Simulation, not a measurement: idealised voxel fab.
This is a process module. Its name is voxel lift off.
Pictured: cross-section cut, 245 nm wide, on a grid of 5 nm square cells.
Throughout this document, each cross-section is represented as a grid of square cells and is presented as a sequence of bands enumerated from the top downward, where a band comprises one or more rows of cells. Band: top height; bottom height; in nm. Then, left to right: material with width in nm, for each material. "all across": a single material spanning edge to edge. "empty": empty space. Heights are measured from 0, the level below which the as-received wafer is all one material; the lowest band has no bottom and continues downward, written as in "z 0 and below". Read "30->40" as a graded width: first number on top, second number at the bottom, same change between each pair of neighbouring rows. Key: "nothing got changed" - step with no changed cell in the cross-section. Look at "Closed cavities" for the closed voids: empty spaces with no open path to the top, sized 8 cells or up. Each is width x height at distance, distance from the left edge, all nm. Whatever follows a step's settings on its line is a remark the simulator itself makes about that step. Regarding "overlay nm": on a step with a mask, it is the distance the mask lay to the right of its planned place; a negative value places it to the left.
-- This section lists the process steps that were planned
1) RECEIVE, material Si
2) CONFORMAL_DEP, material SiO2, thk nm 10
3) PATTERN, tone open, mask id LINES, material resist, width nm 30, pitch nm 45, thk nm 30, overlay nm 0
4) DIRECTIONAL_DEP, material Ru, thk nm 15
5) STRIP, etch materials resist
6) CONFORMAL_DEP, material SiCN, thk nm 5
-- Account of the first of two wafers, which was processed as intended
-- Wafer as received: cross-section following step 1
* z 0 and below | Si all across
* Closed cavities: none
-- Cross-section: wafer state after step 2
* z 10 to 0 | SiO2 all across
* Nothing below the height 0 has changed.
-- Cross-section: wafer state after step 3
* z 40 to 10 | resist (60), empty (30), resist (15), empty (30), resist (15), empty (30), resist (65)
* Nothing below the height 10 has changed.
-- Cross-section: wafer state after step 4
* z 55 to 40 | Ru (60), empty (30), Ru (15), empty (30), Ru (15), empty (30), Ru (65)
* z 40 to 25 | resist (60), empty (30), resist (15), empty (30), resist (15), empty (30), resist (65)
* z 25 to 10 | resist (60), Ru (30), resist (15), Ru (30), resist (15), Ru (30), resist (65)
* Nothing below the height 10 has changed.
-- Cross-section: wafer state after step 5
* z 25 to 10 | empty (60), Ru (30), empty (15), Ru (30), empty (15), Ru (30), empty (65)
* Nothing below the height 10 has changed.
-- Cross-section: wafer state after step 6
* z 30 to 25 | empty (55), SiCN (40), empty (5), SiCN (40), empty (5), SiCN (40), empty (60)
* z 25 to 15 | empty (55), SiCN (5), Ru (30), SiCN (5), empty (5), SiCN (5), Ru (30), SiCN (5), empty (5), SiCN (5), Ru (30), SiCN (5), empty (60)
* z 15 to 10 | SiCN (60), Ru (30), SiCN (15), Ru (30), SiCN (15), Ru (30), SiCN (65)
* Nothing below the height 10 has changed.
-- Second wafer. Start and plan as for the first. One mistake made in running. Agrees with the first up to and including step 2
-- X-section, second wafer, when step 3 was due to finish
* z 40 to 10 | resist (55), empty (30), resist (15), empty (30), resist (15), empty (30), resist (70)
* Nothing below the height 10 has changed.
-- X-section, second wafer, when step 4 was due to finish
* z 55 to 40 | Ru (55), empty (30), Ru (15), empty (30), Ru (15), empty (30), Ru (70)
* z 40 to 25 | resist (55), empty (30), resist (15), empty (30), resist (15), empty (30), resist (70)
* z 25 to 10 | resist (55), Ru (30), resist (15), Ru (30), resist (15), Ru (30), resist (70)
* Nothing below the height 10 has changed.
-- X-section, second wafer, when step 5 was due to finish
* z 25 to 10 | empty (55), Ru (30), empty (15), Ru (30), empty (15), Ru (30), empty (70)
* Nothing below the height 10 has changed.
-- X-section, second wafer, when step 6 was due to finish
* z 30 to 25 | empty (50), SiCN (40), empty (5), SiCN (40), empty (5), SiCN (40), empty (65)
* z 25 to 15 | empty (50), SiCN (5), Ru (30), SiCN (5), empty (5), SiCN (5), Ru (30), SiCN (5), empty (5), SiCN (5), Ru (30), SiCN (5), empty (65)
* z 15 to 10 | SiCN (55), Ru (30), SiCN (15), Ru (30), SiCN (15), Ru (30), SiCN (70)
* Nothing below the height 10 has changed.
In executing the process, a mistake was made relative to the plan: step 3 went in with a setting other than planned; the actual run was PATTERN, tone open, mask id LINES, material resist, width nm 30, pitch nm 45, thk nm 30, overlay nm -5
In the final comparison it is observed that the number of cells assigned to each material is identical for the two wafers, whereas their placement is not.
